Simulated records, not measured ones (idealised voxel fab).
process module | voxel gate over fins
The cross-section shown here is cut; it is 295 nm wide and divided into square cells measuring 5 nm on a side.
Cross-section, as written here: a square-cell grid given band by band from the top down, where a band holds one or more rows of cells. What a band's entry tells you: where the top is and where the bottom is, as heights in nm, and after that what lies inside, material by material from left to right, each with its width in nm. Empty space is written as the word "air", and a single material marked with the word "edge to edge" occupies the band from edge to edge. All heights in this document are referenced to 0, defined as the level beneath which the wafer, as received, consists entirely of one material. The lowest band is not bounded below; it extends indefinitely downward and is written in the form "0 and below". Think of "30..40" as a width that walks from the first number to the second as you go down the band, top row to bottom row, taking equal-sized steps from row to row. The cross-section has no changed cell in any step marked "no alteration". Entry "Cavities, sealed". Content: empty spaces with no open connection to the top, size 8 cells or greater. Each: width x height at distance. Distance: from left edge. Unit: nm. That trailing text on a step's line, after the settings, is the simulator's own remark on the step. overlay nm: mask right of planned place by this much (step with mask). Neg. = left.
Planned process steps
1 RECEIVE: material Si
2 CONFORMAL_DEP: material SiN, thk nm 10
3 MASKED_ETCH: tone cover, mask id FINS, width nm 15, pitch nm 55, etch materials SiN, depth nm 10, overlay nm 0
4 MASKED_ETCH: tone cover, mask id FINS, width nm 15, pitch nm 55, etch materials Si, depth nm 30, overlay nm 0
5 OXIDIZE: depth nm 5
6 FILL_DEP: material SiO2, thk nm 5
7 CMP: height nm 10
8 MASKED_ETCH: tone open, mask id RAIL, width nm 15, etch materials SiO2, depth nm 35, overlay nm 0
9 CONFORMAL_DEP: material TiN, thk nm 5
10 FILL_DEP: material W, thk nm 10
11 CMP: height nm 10
12 SELECTIVE_ETCH: etch materials W Ru TiN, depth nm 30
13 FILL_DEP: material SiO2, thk nm 5
14 CMP: height nm 10
15 SELECTIVE_ETCH: etch materials SiO2, depth nm 25
16 STRIP: etch materials SiN
17 CONFORMAL_DEP: material HfO2, thk nm 5
18 CONFORMAL_DEP: material TiN, thk nm 5
19 FILL_DEP: material W, thk nm 10
20 CMP: height nm 15
21 CONFORMAL_DEP: material SiN, thk nm 5
First of the two wafers, run per plan
Here's what the wafer looked like in cross-section when it arrived - that's after step 1
	0 and below = Si edge to edge
	Cavities, sealed: none
Upon completion of step 2, the wafer appears in cross-section as shown
	10 down to 0 = SiN edge to edge
	Below 0, the layers are the same as they were.
Upon completion of step 3, the wafer appears in cross-section as shown
	10 down to 0 = air (110) / SiN (15) / air (40) / SiN (15) / air (115)
	Below 0, the layers are the same as they were.
Upon completion of step 4, the wafer appears in cross-section as shown
	10 down to 0 = air (110) / SiN (15) / air (40) / SiN (15) / air (115)
	0 down to -30 = air (110) / Si (15) / air (40) / Si (15) / air (115)
	Below -30, the layers are the same as they were.
Upon completion of step 5, the wafer appears in cross-section as shown
	10 down to 0 = air (110) / SiN (15) / air (40) / SiN (15) / air (115)
	0 down to -30 = air (110) / SiO2 (5) / Si (5) / SiO2 (5) / air (40) / SiO2 (5) / Si (5) / SiO2 (5) / air (115)
	-30 down to -35 = SiO2 (115) / Si (5) / SiO2 (50) / Si (5) / SiO2 (120)
	Below -35, the layers are the same as they were.
Upon completion of step 6, the wafer appears in cross-section as shown
	15 down to 10 = SiO2 edge to edge
	10 down to 0 = SiO2 (110) / SiN (15) / SiO2 (40) / SiN (15) / SiO2 (115)
	0 down to -35 = SiO2 (115) / Si (5) / SiO2 (50) / Si (5) / SiO2 (120)
	Below -35, the layers are the same as they were.
Upon completion of step 7, the wafer appears in cross-section as shown
	10 down to 0 = SiO2 (110) / SiN (15) / SiO2 (40) / SiN (15) / SiO2 (115)
	Below 0, the layers are the same as they were.
Upon completion of step 8, the wafer appears in cross-section as shown
	10 down to 0 = SiO2 (110) / SiN (15) / SiO2 (10) / air (15) / SiO2 (15) / SiN (15) / SiO2 (115)
	0 down to -25 = SiO2 (115) / Si (5) / SiO2 (15) / air (15) / SiO2 (20) / Si (5) / SiO2 (120)
	Below -25, the layers are the same as they were.
Upon completion of step 9, the wafer appears in cross-section as shown
	15 down to 10 = TiN (140) / air (5) / TiN (150)
	10 down to 0 = SiO2 (110) / SiN (15) / SiO2 (10) / TiN (5) / air (5) / TiN (5) / SiO2 (15) / SiN (15) / SiO2 (115)
	0 down to -20 = SiO2 (115) / Si (5) / SiO2 (15) / TiN (5) / air (5) / TiN (5) / SiO2 (20) / Si (5) / SiO2 (120)
	-20 down to -25 = SiO2 (115) / Si (5) / SiO2 (15) / TiN (15) / SiO2 (20) / Si (5) / SiO2 (120)
	Below -25, the layers are the same as they were.
Upon completion of step 10, the wafer appears in cross-section as shown
	25 down to 15 = W edge to edge
	15 down to 10 = TiN (140) / W (5) / TiN (150)
	10 down to 0 = SiO2 (110) / SiN (15) / SiO2 (10) / TiN (5) / W (5) / TiN (5) / SiO2 (15) / SiN (15) / SiO2 (115)
	0 down to -20 = SiO2 (115) / Si (5) / SiO2 (15) / TiN (5) / W (5) / TiN (5) / SiO2 (20) / Si (5) / SiO2 (120)
	Below -20, the layers are the same as they were.
Upon completion of step 11, the wafer appears in cross-section as shown
	10 down to 0 = SiO2 (110) / SiN (15) / SiO2 (10) / TiN (5) / W (5) / TiN (5) / SiO2 (15) / SiN (15) / SiO2 (115)
	Below 0, the layers are the same as they were.
Upon completion of step 12, the wafer appears in cross-section as shown
	10 down to 0 = SiO2 (110) / SiN (15) / SiO2 (10) / air (15) / SiO2 (15) / SiN (15) / SiO2 (115)
	0 down to -20 = SiO2 (115) / Si (5) / SiO2 (15) / air (15) / SiO2 (20) / Si (5) / SiO2 (120)
	Below -20, the layers are the same as they were.
Upon completion of step 13, the wafer appears in cross-section as shown
	15 down to 10 = SiO2 edge to edge
	10 down to 0 = SiO2 (110) / SiN (15) / SiO2 (40) / SiN (15) / SiO2 (115)
	0 down to -20 = SiO2 (115) / Si (5) / SiO2 (50) / Si (5) / SiO2 (120)
	Below -20, the layers are the same as they were.
Upon completion of step 14, the wafer appears in cross-section as shown
	10 down to 0 = SiO2 (110) / SiN (15) / SiO2 (40) / SiN (15) / SiO2 (115)
	Below 0, the layers are the same as they were.
Upon completion of step 15, the wafer appears in cross-section as shown
	10 down to 0 = air (110) / SiN (15) / air (40) / SiN (15) / air (115)
	0 down to -15 = air (115) / Si (5) / air (50) / Si (5) / air (120)
	Below -15, the layers are the same as they were.
Upon completion of step 16, the wafer appears in cross-section as shown
	0 down to -15 = air (115) / Si (5) / air (50) / Si (5) / air (120)
	Below -15, the layers are the same as they were.
Upon completion of step 17, the wafer appears in cross-section as shown
	5 down to 0 = air (110) / HfO2 (15) / air (40) / HfO2 (15) / air (115)
	0 down to -10 = air (110) / HfO2 (5) / Si (5) / HfO2 (5) / air (40) / HfO2 (5) / Si (5) / HfO2 (5) / air (115)
	-10 down to -15 = HfO2 (115) / Si (5) / HfO2 (50) / Si (5) / HfO2 (120)
	Below -15, the layers are the same as they were.
Upon completion of step 18, the wafer appears in cross-section as shown
	10 down to 5 = air (105) / TiN (25) / air (30) / TiN (25) / air (110)
	5 down to 0 = air (105) / TiN (5) / HfO2 (15) / TiN (5) / air (30) / TiN (5) / HfO2 (15) / TiN (5) / air (110)
	0 down to -5 = air (105) / TiN (5) / HfO2 (5) / Si (5) / HfO2 (5) / TiN (5) / air (30) / TiN (5) / HfO2 (5) / Si (5) / HfO2 (5) / TiN (5) / air (110)
	-5 down to -10 = TiN (110) / HfO2 (5) / Si (5) / HfO2 (5) / TiN (40) / HfO2 (5) / Si (5) / HfO2 (5) / TiN (115)
	Below -10, the layers are the same as they were.
Upon completion of step 19, the wafer appears in cross-section as shown
	20 down to 10 = W edge to edge
	10 down to 5 = W (105) / TiN (25) / W (30) / TiN (25) / W (110)
	5 down to 0 = W (105) / TiN (5) / HfO2 (15) / TiN (5) / W (30) / TiN (5) / HfO2 (15) / TiN (5) / W (110)
	0 down to -5 = W (105) / TiN (5) / HfO2 (5) / Si (5) / HfO2 (5) / TiN (5) / W (30) / TiN (5) / HfO2 (5) / Si (5) / HfO2 (5) / TiN (5) / W (110)
	Below -5, the layers are the same as they were.
Upon completion of step 20, the wafer appears in cross-section as shown
	15 down to 10 = W edge to edge
	Below 10, the layers are the same as they were.
Upon completion of step 21, the wafer appears in cross-section as shown
	20 down to 15 = SiN edge to edge
	Below 15, the layers are the same as they were.
Here the second wafer is described. Its start and its plan were those of the first wafer. Its run contained one mistake. Up to and including step 7, it did exactly what the first wafer did
Second wafer profile in section, at the moment step 8 of the plan was meant to be complete
	10 down to 0 = SiO2 (110) / SiN (15) / SiO2 (10) / air (20) / SiO2 (10) / SiN (15) / SiO2 (115)
	0 down to -25 = SiO2 (115) / Si (5) / SiO2 (15) / air (20) / SiO2 (15) / Si (5) / SiO2 (120)
	Below -25, the layers are the same as they were.
Second wafer profile in section, at the moment step 9 of the plan was meant to be complete
	15 down to 10 = TiN (140) / air (10) / TiN (145)
	10 down to 0 = SiO2 (110) / SiN (15) / SiO2 (10) / TiN (5) / air (10) / TiN (5) / SiO2 (10) / SiN (15) / SiO2 (115)
	0 down to -20 = SiO2 (115) / Si (5) / SiO2 (15) / TiN (5) / air (10) / TiN (5) / SiO2 (15) / Si (5) / SiO2 (120)
	-20 down to -25 = SiO2 (115) / Si (5) / SiO2 (15) / TiN (20) / SiO2 (15) / Si (5) / SiO2 (120)
	Below -25, the layers are the same as they were.
Second wafer profile in section, at the moment step 10 of the plan was meant to be complete
	25 down to 15 = W edge to edge
	15 down to 10 = TiN (140) / W (10) / TiN (145)
	10 down to 0 = SiO2 (110) / SiN (15) / SiO2 (10) / TiN (5) / W (10) / TiN (5) / SiO2 (10) / SiN (15) / SiO2 (115)
	0 down to -20 = SiO2 (115) / Si (5) / SiO2 (15) / TiN (5) / W (10) / TiN (5) / SiO2 (15) / Si (5) / SiO2 (120)
	Below -20, the layers are the same as they were.
Second wafer profile in section, at the moment step 11 of the plan was meant to be complete
	10 down to 0 = SiO2 (110) / SiN (15) / SiO2 (10) / TiN (5) / W (10) / TiN (5) / SiO2 (10) / SiN (15) / SiO2 (115)
	Below 0, the layers are the same as they were.
Second wafer profile in section, at the moment step 12 of the plan was meant to be complete
	10 down to 0 = SiO2 (110) / SiN (15) / SiO2 (10) / air (20) / SiO2 (10) / SiN (15) / SiO2 (115)
	0 down to -20 = SiO2 (115) / Si (5) / SiO2 (15) / air (20) / SiO2 (15) / Si (5) / SiO2 (120)
	Below -20, the layers are the same as they were.
Second wafer profile in section, at the moment step 13 of the plan was meant to be complete
	15 down to 10 = SiO2 edge to edge
	10 down to 0 = SiO2 (110) / SiN (15) / SiO2 (40) / SiN (15) / SiO2 (115)
	0 down to -20 = SiO2 (115) / Si (5) / SiO2 (50) / Si (5) / SiO2 (120)
	Below -20, the layers are the same as they were.
Second wafer profile in section, at the moment step 14 of the plan was meant to be complete
	10 down to 0 = SiO2 (110) / SiN (15) / SiO2 (40) / SiN (15) / SiO2 (115)
	Below 0, the layers are the same as they were.
Second wafer profile in section, at the moment step 15 of the plan was meant to be complete
	10 down to 0 = air (110) / SiN (15) / air (40) / SiN (15) / air (115)
	0 down to -15 = air (115) / Si (5) / air (50) / Si (5) / air (120)
	Below -15, the layers are the same as they were.
Second wafer profile in section, at the moment step 16 of the plan was meant to be complete
	0 down to -15 = air (115) / Si (5) / air (50) / Si (5) / air (120)
	Below -15, the layers are the same as they were.
Second wafer profile in section, at the moment step 17 of the plan was meant to be complete
	5 down to 0 = air (110) / HfO2 (15) / air (40) / HfO2 (15) / air (115)
	0 down to -10 = air (110) / HfO2 (5) / Si (5) / HfO2 (5) / air (40) / HfO2 (5) / Si (5) / HfO2 (5) / air (115)
	-10 down to -15 = HfO2 (115) / Si (5) / HfO2 (50) / Si (5) / HfO2 (120)
	Below -15, the layers are the same as they were.
Second wafer profile in section, at the moment step 18 of the plan was meant to be complete
	10 down to 5 = air (105) / TiN (25) / air (30) / TiN (25) / air (110)
	5 down to 0 = air (105) / TiN (5) / HfO2 (15) / TiN (5) / air (30) / TiN (5) / HfO2 (15) / TiN (5) / air (110)
	0 down to -5 = air (105) / TiN (5) / HfO2 (5) / Si (5) / HfO2 (5) / TiN (5) / air (30) / TiN (5) / HfO2 (5) / Si (5) / HfO2 (5) / TiN (5) / air (110)
	-5 down to -10 = TiN (110) / HfO2 (5) / Si (5) / HfO2 (5) / TiN (40) / HfO2 (5) / Si (5) / HfO2 (5) / TiN (115)
	Below -10, the layers are the same as they were.
Second wafer profile in section, at the moment step 19 of the plan was meant to be complete
	20 down to 10 = W edge to edge
	10 down to 5 = W (105) / TiN (25) / W (30) / TiN (25) / W (110)
	5 down to 0 = W (105) / TiN (5) / HfO2 (15) / TiN (5) / W (30) / TiN (5) / HfO2 (15) / TiN (5) / W (110)
	0 down to -5 = W (105) / TiN (5) / HfO2 (5) / Si (5) / HfO2 (5) / TiN (5) / W (30) / TiN (5) / HfO2 (5) / Si (5) / HfO2 (5) / TiN (5) / W (110)
	Below -5, the layers are the same as they were.
Second wafer profile in section, at the moment step 20 of the plan was meant to be complete
	15 down to 10 = W edge to edge
	Below 10, the layers are the same as they were.
Second wafer profile in section, at the moment step 21 of the plan was meant to be complete
	20 down to 15 = SiN edge to edge
	Below 15, the layers are the same as they were.
Nonconformance to the process plan: off-plan run, step 8, actual operation and settings MASKED_ETCH: tone open, mask id RAIL, width nm 20, etch materials SiO2, depth nm 35, overlay nm 0
Count the cells at the end and the second wafer has more or fewer of some materials than the first: 1 fewer of SiO2 | 1 more of TiN
